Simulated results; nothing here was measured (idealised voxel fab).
Herein follows the process module entitled voxel capacitor over wiring.
Section cut is 165 nm wide and gridded with 5 nm square cells.
When this document writes out a cross-section, it uses a grid of square cells and lists it as bands, beginning at the top and moving down, with a band standing for one or more rows of cells.
Band: top and bottom heights (nm) first, top before bottom; then materials from left to right, widths in nm. "throughout" marks a sole material filling the band edge to edge. "air" denotes empty space.
The reference from which all heights are counted is 0, the level beneath which the as-received wafer is entirely one material; the lowest band, having no lower bound, proceeds downward and is written after the example "z 0 and below".
Width "30->40": first value at the band's top row of cells, second value at its bottom row, equal change from row to row.
Take "identical to before" at face value: in the step it is given for, the cross-section changed in none of its cells.
The list in "Closed internal cavities" covers empty spaces of 8 cells or more that cannot reach the top through any open way, and it gives each as width x height at distance; the distance is from the left edge, and width, height and distance are in nm.
On each step's line, the part that comes after the settings is the simulator's own comment on the step.
The setting "overlay nm" may be written on the line of a step. When the step uses a mask, the value reports how far to the right of the planned place the mask lay, and a negative value reports that it lay to the left.
[The planned process steps are enumerated hereunder]
step 1: RECEIVE with material Si
step 2: CONFORMAL_DEP with material SiO2, thk nm 10
step 3: CONFORMAL_DEP with material SiN, thk nm 5
step 4: DIRECTIONAL_DEP with material lowk, thk nm 20
step 5: DIRECTIONAL_DEP with material aC, thk nm 15
step 6: PATTERN with tone open, mask id METAL_1, material resist, width nm 20, pitch nm 90, thk nm 35, overlay nm 0
step 7: DIRECTIONAL_ETCH with etch materials aC, depth nm 15
step 8: STRIP with etch materials resist
step 9: DIRECTIONAL_ETCH with etch materials lowk, depth nm 20
step 10: DIRECTIONAL_ETCH with etch materials SiN, depth nm 5
step 11: STRIP with etch materials aC
step 12: CONFORMAL_DEP with material TiN, thk nm 5
step 13: FILL_DEP with material Cu, thk nm 5
step 14: CMP with height nm 35
step 15: CONFORMAL_DEP with material SiCN, thk nm 5
step 16: DIRECTIONAL_DEP with material lowk, thk nm 20
step 17: PATTERN with tone open, mask id PLUG_1, material resist, width nm 15, thk nm 15, overlay nm 0
step 18: DIRECTIONAL_ETCH with etch materials lowk, depth nm 20
step 19: DIRECTIONAL_ETCH with etch materials SiCN, depth nm 5
step 20: STRIP with etch materials resist
step 21: EPI with material Ru, thk nm 10
step 22: EPI with material Ru, thk nm 10
step 23: EPI with material Ru, thk nm 5
step 24: DIRECTIONAL_DEP with material TiN, thk nm 5
step 25: DIRECTIONAL_DEP with material HfO2, thk nm 5
step 26: DIRECTIONAL_DEP with material TiN, thk nm 5
step 27: MASKED_ETCH with tone cover, mask id UPPER_PLATE, width nm 75, etch materials TiN, depth nm 5, overlay nm 0
step 28: MASKED_ETCH with tone cover, mask id UPPER_PLATE, width nm 75, etch materials HfO2, depth nm 5, overlay nm 0
step 29: PATTERN with tone cover, mask id LOWER_PLATE, material resist, width nm 85, thk nm 20, overlay nm 0
step 30: DIRECTIONAL_ETCH with etch materials TiN, depth nm 5
step 31: STRIP with etch materials resist
step 32: FILL_DEP with material SiO2, thk nm 15
step 33: CMP with height nm 85
step 34: DIRECTIONAL_DEP with material aC, thk nm 10
step 35: PATTERN with tone open, mask id PLUG_2, material resist, width nm 15, thk nm 30, overlay nm 0
step 36: DIRECTIONAL_ETCH with etch materials aC, depth nm 10
step 37: STRIP with etch materials resist
step 38: DIRECTIONAL_ETCH with etch materials SiO2, depth nm 10
step 39: STRIP with etch materials aC
step 40: CONFORMAL_DEP with material TiN, thk nm 5
step 41: FILL_DEP with material Cu, thk nm 10
step 42: CMP with height nm 85
step 43: CONFORMAL_DEP with material SiCN, thk nm 5
[Shown in cross-section is the wafer as received, that is, as it stands after step 1]
  z 0 and below: Si throughout
  Closed internal cavities: none
[Starting structure and process plan are as shown above, but one mistake was made in running the module; the wafer cross-section at the end of the module follows]
  z 90 to 85: SiCN throughout
  z 85 to 75: SiO2: 40 / TiN: 15->65 / SiO2: 110->60
  z 75 to 70: SiO2: 45 / HfO2: 60 / SiO2: 60
  z 70 to 65: SiO2: 25 / TiN: 5 / SiO2: 15 / TiN: 65 / SiO2: 55
  z 65 to 60: lowk: 30 / SiO2: 15 / lowk: 120
  z 60 to 55: lowk: 30 / TiN: 15 / lowk: 120
  z 55 to 50: lowk: 30 / HfO2: 15 / lowk: 120
  z 50 to 45: lowk: 30 / TiN: 15 / lowk: 120
  z 45 to 40: lowk throughout
  z 40 to 35: SiCN throughout
  z 35 to 15: lowk: 25 / TiN: 5 / Cu: 10 / TiN: 5 / lowk: 70 / TiN: 5 / Cu: 10 / TiN: 5 / lowk: 30
  z 15 to 10: SiN: 25 / TiN: 20 / SiN: 70 / TiN: 20 / SiN: 30
  z 10 to 0: SiO2 throughout
  z 0 and below: Si throughout
  Closed internal cavities: none
In executing the process, a mistake was made relative to the plan: step 16 did not happen as planned, as run it was DIRECTIONAL_DEP with material lowk, thk nm 25
